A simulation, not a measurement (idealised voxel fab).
Process module in this document: voxel transistor to metal
Xsec cut, 150 nm wide, square cell size 5 nm.
Just so we're on the same page, the cross-sections are grids of square cells, and they're listed out in bands top to bottom, each band one or more rows deep.
A band entry consists of two parts. The first gives the height of the band's top and the height of its bottom, in nm. The rest lists the band's materials from left to right, each with its width in nm. A single material labelled with the word "everywhere" fills the band from edge to edge, and the word "blank" marks empty space.
Heights from 0 (as-received wafer is one material below). Bottom band endless downward, as "0 down".
It should be noted that a width expressed as "30->40" varies in equal increments from row to row of cells within the band, taking the value of the first number at the top row and that of the second number at the bottom row.
No cell of the cross-section changed in a step that is given as "all unchanged".
The entry titled "Closed void catalog" provides the empty spaces that have no open way to the top, restricted to those of 8 cells or more. Each is presented as width x height at distance, the distance being measured from the left edge, with all three in nm.
That trailing text on a step's line, after the settings, is the simulator's own remark on the step.
overlay nm: where the mask lay relative to plan, measured to the right, on steps with a mask; negatives go left.

So here's the lineup of process steps we planned:
1 RECEIVE, material Si
2 CONFORMAL_DEP, material SiO2, thk nm 5
3 CONFORMAL_DEP, material SiN, thk nm 15
4 MASKED_ETCH, tone cover, mask id ACTIVE, width nm 105, etch materials SiN, depth nm 15, overlay nm 0
5 MASKED_ETCH, tone cover, mask id ACTIVE, width nm 105, etch materials SiO2, depth nm 5, overlay nm 0
6 MASKED_ETCH, tone cover, mask id ACTIVE, width nm 105, etch materials Si, depth nm 30, overlay nm 0
7 FILL_DEP, material SiO2, thk nm 10
8 CMP, height nm 20
9 SELECTIVE_ETCH, etch materials SiO2, depth nm 10
10 STRIP, etch materials SiN
11 SELECTIVE_ETCH, etch materials SiO2, depth nm 5
12 OXIDIZE, depth nm 5
13 DIRECTIONAL_DEP, material polySi, thk nm 20
14 DIRECTIONAL_DEP, material SiCN, thk nm 10
15 MASKED_ETCH, tone cover, mask id GATE, width nm 25, etch materials SiCN, depth nm 20, overlay nm 0
16 MASKED_ETCH, tone cover, mask id GATE, width nm 25, etch materials polySi, depth nm 30, overlay nm 0
17 CONFORMAL_DEP, material SiN, thk nm 5
18 DIRECTIONAL_ETCH, etch materials SiN, depth nm 5
19 DIRECTIONAL_ETCH, etch materials SiO2, depth nm 5
20 EPI, material nSi, thk nm 5
21 FILL_DEP, material SiO2, thk nm 10
22 CMP, height nm 30
23 DIRECTIONAL_DEP, material SiO2, thk nm 10
24 MASKED_ETCH, tone open, mask id CONTACT, width nm 15, pitch nm 80, etch materials SiO2, depth nm 40, overlay nm 0
25 CONFORMAL_DEP, material TiN, thk nm 5
26 FILL_DEP, material W, thk nm 10
27 CMP, height nm 40
28 CONFORMAL_DEP, material SiCN, thk nm 5
29 DIRECTIONAL_DEP, material SiO2, thk nm 15
30 MASKED_ETCH, tone open, mask id METAL_1, width nm 15, pitch nm 80, etch materials SiO2, depth nm 15, overlay nm 0
31 MASKED_ETCH, tone open, mask id METAL_1, width nm 15, pitch nm 80, etch materials SiCN, depth nm 5, overlay nm 0
32 CONFORMAL_DEP, material TiN, thk nm 5
33 FILL_DEP, material Cu, thk nm 10
34 CMP, height nm 60
35 CONFORMAL_DEP, material SiCN, thk nm 5
36 DIRECTIONAL_DEP, material SiO2, thk nm 25
37 MASKED_ETCH, tone open, mask id METAL_2, width nm 15, pitch nm 80, etch materials SiO2, depth nm 15, overlay nm 0
38 MASKED_ETCH, tone open, mask id METAL_2_HOLES, width nm 15, pitch nm 80, etch materials SiO2, depth nm 10, overlay nm 0
39 MASKED_ETCH, tone open, mask id METAL_2_HOLES, width nm 15, pitch nm 80, etch materials SiCN, depth nm 5, overlay nm 0
40 CONFORMAL_DEP, material TiN, thk nm 5
41 FILL_DEP, material Ru, thk nm 10
42 CMP, height nm 90
43 CONFORMAL_DEP, material SiN, thk nm 5

Cross-section of the incoming wafer, state after step 1:
- 0 down | Si everywhere
- Closed void catalog: none

The first of the two wafers as seen in cross-section once the module was finished; processing followed the plan:
- 95 to 90 | SiN everywhere
- 90 to 65 | SiO2 25, then TiN 5, then Ru 5, then TiN 5, then SiO2 65, then TiN 5, then Ru 5, then TiN 5, then SiO2 30
- 65 to 60 | SiCN 25, then TiN 15, then SiCN 65, then TiN 15, then SiCN 30
- 60 to 45 | SiO2 25, then TiN 5, then Cu 5, then TiN 5, then SiO2 65, then TiN 5, then Cu 5, then TiN 5, then SiO2 30
- 45 to 40 | SiCN 25, then TiN 15, then SiCN 65, then TiN 15, then SiCN 30
- 40 to 30 | SiO2 25, then TiN 5, then W 5, then TiN 5, then SiO2 65, then TiN 5, then W 5, then TiN 5, then SiO2 30
- 30 to 20 | SiO2 25, then TiN 5, then W 5, then TiN 5, then SiO2 15, then SiN 5, then SiCN 25, then SiN 5, then SiO2 15, then TiN 5, then W 5, then TiN 5, then SiO2 30
- 20 to 5 | SiO2 25, then TiN 5, then W 5, then TiN 5, then SiO2 15, then SiN 5, then polySi 25, then SiN 5, then SiO2 15, then TiN 5, then W 5, then TiN 5, then SiO2 30
- 5 to 0 | SiO2 15, then SiN 5, then SiO2 5, then TiN 15, then SiO2 15, then SiN 5, then polySi 25, then SiN 5, then SiO2 15, then TiN 15, then SiO2 5, then SiN 5, then SiO2 20
- 0 to -5 | SiO2 20, then nSi 35, then SiO2 35, then nSi 35, then SiO2 25
- -5 to -30 | SiO2 20, then Si 105, then SiO2 25
- -30 down | Si everywhere
- Closed void catalog: none

second wafer at the end: like start, like plan, one mistake:
- 95 to 90 | SiN everywhere
- 90 to 65 | SiO2 everywhere
- 65 to 60 | SiCN everywhere
- 60 to 45 | SiO2 25, then TiN 5, then Cu 5, then TiN 5, then SiO2 65, then TiN 5, then Cu 5, then TiN 5, then SiO2 30
- 45 to 40 | SiCN 25, then TiN 15, then SiCN 65, then TiN 15, then SiCN 30
- 40 to 30 | SiO2 25, then TiN 5, then W 5, then TiN 5, then SiO2 65, then TiN 5, then W 5, then TiN 5, then SiO2 30
- 30 to 20 | SiO2 25, then TiN 5, then W 5, then TiN 5, then SiO2 15, then SiN 5, then SiCN 25, then SiN 5, then SiO2 15, then TiN 5, then W 5, then TiN 5, then SiO2 30
- 20 to 5 | SiO2 25, then TiN 5, then W 5, then TiN 5, then SiO2 15, then SiN 5, then polySi 25, then SiN 5, then SiO2 15, then TiN 5, then W 5, then TiN 5, then SiO2 30
- 5 to 0 | SiO2 15, then SiN 5, then SiO2 5, then TiN 15, then SiO2 15, then SiN 5, then polySi 25, then SiN 5, then SiO2 15, then TiN 15, then SiO2 5, then SiN 5, then SiO2 20
- 0 to -5 | SiO2 20, then nSi 35, then SiO2 35, then nSi 35, then SiO2 25
- -5 to -30 | SiO2 20, then Si 105, then SiO2 25
- -30 down | Si everywhere
- Closed void catalog: none
Diagnosis: step 36 of the plan was carried out twice
Final wafer comparison in cells, second versus first, more or fewer per material: -10 Ru, +6 SiCN, +30 SiO2, -26 TiN
